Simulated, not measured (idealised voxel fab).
The name of this process module is voxel self aligned contacts.
This is section cut - it's 270 nm across, gridded in 5 nm square cells.
A cross-section in this document is a grid of square cells, and it is written down as bands, the top band listed before the ones below it; a band is made up of one or more rows of cells. Per band: top height and bottom height in nm, followed by the left-to-right materials and their widths in nm; "full width" marks a single material spanning edge to edge, "empty" marks empty space. Measure heights from 0. That's the level where, below it, the as-received wafer is all one material. The lowest band is bottomless and extends downward; write it as in "0..down". Note: "30->40" means the width goes from the first number (top row of the band) to the second number (bottom row) in equal steps per row of cells. "nothing different" (step): cross-section cells unchanged, all of them. Closed-off voids of 8+ cells (no open route to the top) go in "Sealed cavities", written width x height at distance from the left edge, in nm. Formally, on a step line, whatever follows the settings is a remark that the simulator itself makes on the step. The "overlay nm" setting may appear on a step's line; for a step that uses a mask, it gives how far to the right of its planned position the mask lay, and a negative value indicates the left.

-- Here's what the planned process steps look like
1) RECEIVE,material Si
2) CONFORMAL_DEP,material SiO2,thk nm 5
3) DIRECTIONAL_DEP,material polySi,thk nm 25
4) DIRECTIONAL_DEP,material SiN,thk nm 25
5) MASKED_ETCH,tone cover,mask id GATE,width nm 30,pitch nm 70,etch materials SiN,depth nm 25,overlay nm 0
6) MASKED_ETCH,tone cover,mask id GATE,width nm 30,pitch nm 70,etch materials polySi,depth nm 25,overlay nm 0
7) CONFORMAL_DEP,material SiN,thk nm 10
8) DIRECTIONAL_ETCH,etch materials SiN,depth nm 10
9) FILL_DEP,material SiO2,thk nm 15
10) CMP,height nm 65
11) MASKED_ETCH,tone open,mask id CONTACT,width nm 50,pitch nm 70,etch materials SiO2,depth nm 65,overlay nm 0
12) CONFORMAL_DEP,material TiN,thk nm 5
13) FILL_DEP,material W,thk nm 5
14) CMP,height nm 65
15) CONFORMAL_DEP,material SiN,thk nm 5

-- The first of a set of two wafers, run to plan

-- As-received state of the wafer in cross-section, equivalent to post-step 1
    0..down  Si full width
    Sealed cavities: none

-- Wafer section view after processing step 2
    5..0  SiO2 full width
    All layers under 0 are left as they were.

-- Wafer section view after processing step 3
    30..5  polySi full width
    All layers under 5 are left as they were.

-- Wafer section view after processing step 4
    55..30  SiN full width
    All layers under 30 are left as they were.

-- Wafer section view after processing step 5
    55..30  empty 50 nm / SiN 30 nm / empty 40 nm / SiN 30 nm / empty 40 nm / SiN 30 nm / empty 50 nm
    All layers under 30 are left as they were.

-- Wafer section view after processing step 6
    55..30  empty 50 nm / SiN 30 nm / empty 40 nm / SiN 30 nm / empty 40 nm / SiN 30 nm / empty 50 nm
    30..5  empty 50 nm / polySi 30 nm / empty 40 nm / polySi 30 nm / empty 40 nm / polySi 30 nm / empty 50 nm
    All layers under 5 are left as they were.

-- Wafer section view after processing step 7
    65..30  empty 40 nm / SiN 50 nm / empty 20 nm / SiN 50 nm / empty 20 nm / SiN 50 nm / empty 40 nm
    30..15  empty 40 nm / SiN 10 nm / polySi 30 nm / SiN 10 nm / empty 20 nm / SiN 10 nm / polySi 30 nm / SiN 10 nm / empty 20 nm / SiN 10 nm / polySi 30 nm / SiN 10 nm / empty 40 nm
    15..5  SiN 50 nm / polySi 30 nm / SiN 40 nm / polySi 30 nm / SiN 40 nm / polySi 30 nm / SiN 50 nm
    All layers under 5 are left as they were.

-- Wafer section view after processing step 8
    55..30  empty 40 nm / SiN 50 nm / empty 20 nm / SiN 50 nm / empty 20 nm / SiN 50 nm / empty 40 nm
    30..5  empty 40 nm / SiN 10 nm / polySi 30 nm / SiN 10 nm / empty 20 nm / SiN 10 nm / polySi 30 nm / SiN 10 nm / empty 20 nm / SiN 10 nm / polySi 30 nm / SiN 10 nm / empty 40 nm
    All layers under 5 are left as they were.

-- Wafer section view after processing step 9
    70..55  SiO2 full width
    55..30  SiO2 40 nm / SiN 50 nm / SiO2 20 nm / SiN 50 nm / SiO2 20 nm / SiN 50 nm / SiO2 40 nm
    30..5  SiO2 40 nm / SiN 10 nm / polySi 30 nm / SiN 10 nm / SiO2 20 nm / SiN 10 nm / polySi 30 nm / SiN 10 nm / SiO2 20 nm / SiN 10 nm / polySi 30 nm / SiN 10 nm / SiO2 40 nm
    All layers under 5 are left as they were.

-- Wafer section view after processing step 10
    65..55  SiO2 full width
    All layers under 55 are left as they were.

-- Wafer section view after processing step 11
    65..55  SiO2 75 nm / empty 50 nm / SiO2 20 nm / empty 50 nm / SiO2 75 nm
    55..30  SiO2 40 nm / SiN 50 nm / empty 20 nm / SiN 50 nm / empty 20 nm / SiN 50 nm / SiO2 40 nm
    30..5  SiO2 40 nm / SiN 10 nm / polySi 30 nm / SiN 10 nm / empty 20 nm / SiN 10 nm / polySi 30 nm / SiN 10 nm / empty 20 nm / SiN 10 nm / polySi 30 nm / SiN 10 nm / SiO2 40 nm
    5..0  SiO2 90 nm / empty 20 nm / SiO2 50 nm / empty 20 nm / SiO2 90 nm
    All layers under 0 are left as they were.

-- Wafer section view after processing step 12
    70..65  TiN 80 nm / empty 40 nm / TiN 30 nm / empty 40 nm / TiN 80 nm
    65..55  SiO2 75 nm / TiN 5->20 nm / empty 40->10 nm / TiN 5->20 nm / SiO2 20 nm / TiN 5->20 nm / empty 40->10 nm / TiN 5->20 nm / SiO2 75 nm
    55..30  SiO2 40 nm / SiN 50 nm / TiN 5 nm / empty 10 nm / TiN 5 nm / SiN 50 nm / TiN 5 nm / empty 10 nm / TiN 5 nm / SiN 50 nm / SiO2 40 nm
    30..5  SiO2 40 nm / SiN 10 nm / polySi 30 nm / SiN 10 nm / TiN 5 nm / empty 10 nm / TiN 5 nm / SiN 10 nm / polySi 30 nm / SiN 10 nm / TiN 5 nm / empty 10 nm / TiN 5 nm / SiN 10 nm / polySi 30 nm / SiN 10 nm / SiO2 40 nm
    5..0  SiO2 90 nm / TiN 20 nm / SiO2 50 nm / TiN 20 nm / SiO2 90 nm
    All layers under 0 are left as they were.

-- Wafer section view after processing step 13
    75..70  W full width
    70..65  TiN 80 nm / W 40 nm / TiN 30 nm / W 40 nm / TiN 80 nm
    65..55  SiO2 75 nm / TiN 5->20 nm / W 40->10 nm / TiN 5->20 nm / SiO2 20 nm / TiN 5->20 nm / W 40->10 nm / TiN 5->20 nm / SiO2 75 nm
    55..30  SiO2 40 nm / SiN 50 nm / TiN 5 nm / W 10 nm / TiN 5 nm / SiN 50 nm / TiN 5 nm / W 10 nm / TiN 5 nm / SiN 50 nm / SiO2 40 nm
    30..5  SiO2 40 nm / SiN 10 nm / polySi 30 nm / SiN 10 nm / TiN 5 nm / W 10 nm / TiN 5 nm / SiN 10 nm / polySi 30 nm / SiN 10 nm / TiN 5 nm / W 10 nm / TiN 5 nm / SiN 10 nm / polySi 30 nm / SiN 10 nm / SiO2 40 nm
    All layers under 5 are left as they were.

-- Wafer section view after processing step 14
    65..55  SiO2 75 nm / TiN 5->20 nm / W 40->10 nm / TiN 5->20 nm / SiO2 20 nm / TiN 5->20 nm / W 40->10 nm / TiN 5->20 nm / SiO2 75 nm
    All layers under 55 are left as they were.

-- Wafer section view after processing step 15
    70..65  SiN full width
    All layers under 65 are left as they were.

-- Second wafer: same start and same plan as the first, one execution error; identical to the first through step 6

-- Second wafer: cross-section at the scheduled end of step 7
    45..30  empty 50 nm / SiN 30 nm / empty 40 nm / SiN 30 nm / empty 40 nm / SiN 30 nm / empty 50 nm
    All layers under 30 are left as they were.

-- Second wafer: cross-section at the scheduled end of step 8
    55..30  empty 40 nm / SiN 50 nm / empty 20 nm / SiN 50 nm / empty 20 nm / SiN 50 nm / empty 40 nm
    30..15  empty 40 nm / SiN 10 nm / polySi 30 nm / SiN 10 nm / empty 20 nm / SiN 10 nm / polySi 30 nm / SiN 10 nm / empty 20 nm / SiN 10 nm / polySi 30 nm / SiN 10 nm / empty 40 nm
    15..5  SiN 50 nm / polySi 30 nm / SiN 40 nm / polySi 30 nm / SiN 40 nm / polySi 30 nm / SiN 50 nm
    All layers under 5 are left as they were.

-- Second wafer: cross-section at the scheduled end of step 9
    70..55  SiO2 full width
    55..30  SiO2 40 nm / SiN 50 nm / SiO2 20 nm / SiN 50 nm / SiO2 20 nm / SiN 50 nm / SiO2 40 nm
    30..15  SiO2 40 nm / SiN 10 nm / polySi 30 nm / SiN 10 nm / SiO2 20 nm / SiN 10 nm / polySi 30 nm / SiN 10 nm / SiO2 20 nm / SiN 10 nm / polySi 30 nm / SiN 10 nm / SiO2 40 nm
    All layers under 15 are left as they were.

-- Second wafer: cross-section at the scheduled end of step 10
    65..55  SiO2 full width
    All layers under 55 are left as they were.

-- Second wafer: cross-section at the scheduled end of step 11
    65..55  SiO2 75 nm / empty 50 nm / SiO2 20 nm / empty 50 nm / SiO2 75 nm
    55..30  SiO2 40 nm / SiN 50 nm / empty 20 nm / SiN 50 nm / empty 20 nm / SiN 50 nm / SiO2 40 nm
    30..15  SiO2 40 nm / SiN 10 nm / polySi 30 nm / SiN 10 nm / empty 20 nm / SiN 10 nm / polySi 30 nm / SiN 10 nm / empty 20 nm / SiN 10 nm / polySi 30 nm / SiN 10 nm / SiO2 40 nm
    All layers under 15 are left as they were.

-- Second wafer: cross-section at the scheduled end of step 12
    70..65  TiN 80 nm / empty 40 nm / TiN 30 nm / empty 40 nm / TiN 80 nm
    65..55  SiO2 75 nm / TiN 5->20 nm / empty 40->10 nm / TiN 5->20 nm / SiO2 20 nm / TiN 5->20 nm / empty 40->10 nm / TiN 5->20 nm / SiO2 75 nm
    55..30  SiO2 40 nm / SiN 50 nm / TiN 5 nm / empty 10 nm / TiN 5 nm / SiN 50 nm / TiN 5 nm / empty 10 nm / TiN 5 nm / SiN 50 nm / SiO2 40 nm
    30..20  SiO2 40 nm / SiN 10 nm / polySi 30 nm / SiN 10 nm / TiN 5 nm / empty 10 nm / TiN 5 nm / SiN 10 nm / polySi 30 nm / SiN 10 nm / TiN 5 nm / empty 10 nm / TiN 5 nm / SiN 10 nm / polySi 30 nm / SiN 10 nm / SiO2 40 nm
    20..15  SiO2 40 nm / SiN 10 nm / polySi 30 nm / SiN 10 nm / TiN 20 nm / SiN 10 nm / polySi 30 nm / SiN 10 nm / TiN 20 nm / SiN 10 nm / polySi 30 nm / SiN 10 nm / SiO2 40 nm
    All layers under 15 are left as they were.

-- Second wafer: cross-section at the scheduled end of step 13
    75..70  W full width
    70..65  TiN 80 nm / W 40 nm / TiN 30 nm / W 40 nm / TiN 80 nm
    65..55  SiO2 75 nm / TiN 5->20 nm / W 40->10 nm / TiN 5->20 nm / SiO2 20 nm / TiN 5->20 nm / W 40->10 nm / TiN 5->20 nm / SiO2 75 nm
    55..30  SiO2 40 nm / SiN 50 nm / TiN 5 nm / W 10 nm / TiN 5 nm / SiN 50 nm / TiN 5 nm / W 10 nm / TiN 5 nm / SiN 50 nm / SiO2 40 nm
    30..20  SiO2 40 nm / SiN 10 nm / polySi 30 nm / SiN 10 nm / TiN 5 nm / W 10 nm / TiN 5 nm / SiN 10 nm / polySi 30 nm / SiN 10 nm / TiN 5 nm / W 10 nm / TiN 5 nm / SiN 10 nm / polySi 30 nm / SiN 10 nm / SiO2 40 nm
    All layers under 20 are left as they were.

-- Second wafer: cross-section at the scheduled end of step 14
    65..55  SiO2 75 nm / TiN 5->20 nm / W 40->10 nm / TiN 5->20 nm / SiO2 20 nm / TiN 5->20 nm / W 40->10 nm / TiN 5->20 nm / SiO2 75 nm
    All layers under 55 are left as they were.

-- Second wafer: cross-section at the scheduled end of step 15
    70..65  SiN full width
    All layers under 65 are left as they were.
Diagnosis: step 8 occupied the plan position of step 7, and the converse holds as well
Bottom line after processing is that, in cells, the second wafer is up or down on some materials versus the first: +48 SiN | -24 SiO2 | -12 TiN | -12 W
